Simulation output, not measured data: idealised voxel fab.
process module | voxel air gaps
cross-section cut | 235 nm wide | cells 5 nm
A cross-section is a grid of square cells, given in bands from the top down. A band is one or more rows of cells.
Each band's line starts with the height of the band's top and of its bottom, in nm. Then come its materials from left to right, each with its width in nm. One material with "throughout" fills the band from edge to edge. "air" is empty space.
Height 0 is the level under which the wafer as received is all one material. The lowest band goes on downwards, as in "0 down".
A width such as "30 to 40" changes by the same amount from each row of cells to the next, from the band's top row to its bottom row.
"no change" after a step means that no cell of the cross-section changed.
closed voids: empty space of 8 cells or more with no open way to the top, each as width x height at its distance from the left edge, in nm
after a step's settings: what the simulator itself notes on the step
overlay nm, on a step with a mask: how far to the right of its planned place the mask lay; to the left if negative
plan
1 op RECEIVE | material Si
2 op CONFORMAL_DEP | material SiO2 | thk nm 15
3 op CONFORMAL_DEP | material SiCN | thk nm 5
4 op DIRECTIONAL_DEP | material SiO2 | thk nm 35
5 op MASKED_ETCH | tone open | mask id LINES | width nm 25 | pitch nm 50 | etch materials SiO2 | depth nm 35 | overlay nm 0
6 op CONFORMAL_DEP | material TiN | thk nm 5
7 op FILL_DEP | material W | thk nm 10
8 op CMP | height nm 55
9 op EPI | material Ru | thk nm 10
10 op SELECTIVE_ETCH | etch materials SiO2 | depth nm 45
11 op CONFORMAL_DEP | material SiCN | thk nm 5
varied across the wafers: thk nm of step 11. The plan shows the first wafer's value. All wafers start alike
first wafer as received, after step 1
  0 down: Si throughout
  closed voids: none
first wafer at the end, after step 11
  70 to 65: air 40 | SiCN 155 | air 40
  65 to 55: air 40 | SiCN 5 | Ru 45 | SiCN 5 | Ru 45 | SiCN 5 | Ru 45 | SiCN 5 | air 40
  55 to 50: air 40 | SiCN 15 | TiN 5 | W 15 | TiN 5 | SiCN 25 | TiN 5 | W 15 | TiN 5 | SiCN 25 | TiN 5 | W 15 | TiN 5 | SiCN 15 | air 40
  50 to 25: air 50 | SiCN 5 | TiN 5 | W 15 | TiN 5 | SiCN 5 | air 15 | SiCN 5 | TiN 5 | W 15 | TiN 5 | SiCN 5 | air 15 | SiCN 5 | TiN 5 | W 15 | TiN 5 | SiCN 5 | air 50
  25 to 20: SiCN 55 | TiN 25 | SiCN 25 | TiN 25 | SiCN 25 | TiN 25 | SiCN 55
  20 to 15: SiCN throughout
  15 to 0: SiO2 throughout
  0 down: Si throughout
  closed voids: 15 x 25 at 85; 15 x 25 at 135
last wafer at the end
  85 to 65: air 25 | SiCN 185 | air 25
  65 to 55: air 25 | SiCN 20 | Ru 45 | SiCN 5 | Ru 45 | SiCN 5 | Ru 45 | SiCN 20 | air 25
  55 to 50: air 25 | SiCN 30 | TiN 5 | W 15 | TiN 5 | SiCN 25 | TiN 5 | W 15 | TiN 5 | SiCN 25 | TiN 5 | W 15 | TiN 5 | SiCN 30 | air 25
  50 to 40: air 25 | SiCN 30 | TiN 5 | W 15 | TiN 5 | SiCN 5 | air 15 | SiCN 5 | TiN 5 | W 15 | TiN 5 | SiCN 5 | air 15 | SiCN 5 | TiN 5 | W 15 | TiN 5 | SiCN 30 | air 25
  40 to 25: SiCN 55 | TiN 5 | W 15 | TiN 5 | SiCN 5 | air 15 | SiCN 5 | TiN 5 | W 15 | TiN 5 | SiCN 5 | air 15 | SiCN 5 | TiN 5 | W 15 | TiN 5 | SiCN 55
  25 to 20: SiCN 55 | TiN 25 | SiCN 25 | TiN 25 | SiCN 25 | TiN 25 | SiCN 55
  20 to 15: SiCN throughout
  15 to 0: SiO2 throughout
  0 down: Si throughout
  closed voids: 15 x 25 at 85; 15 x 25 at 135
each wafer at the end: cells of each material gained (+) or lost (-) since it was received, then its closed voids
thk nm 5 | +54 Ru | +164 SiCN | +141 SiO2 | +51 TiN | +54 W | closed voids: 15 x 25 at 85; 15 x 25 at 135
thk nm 10 | +54 Ru | +237 SiCN | +141 SiO2 | +51 TiN | +54 W | closed voids: 15 x 25 at 85; 15 x 25 at 135
thk nm 15 | +54 Ru | +310 SiCN | +141 SiO2 | +51 TiN | +54 W | closed voids: 15 x 25 at 85; 15 x 25 at 135
thk nm 20 | +54 Ru | +379 SiCN | +141 SiO2 | +51 TiN | +54 W | closed voids: 15 x 25 at 85; 15 x 25 at 135
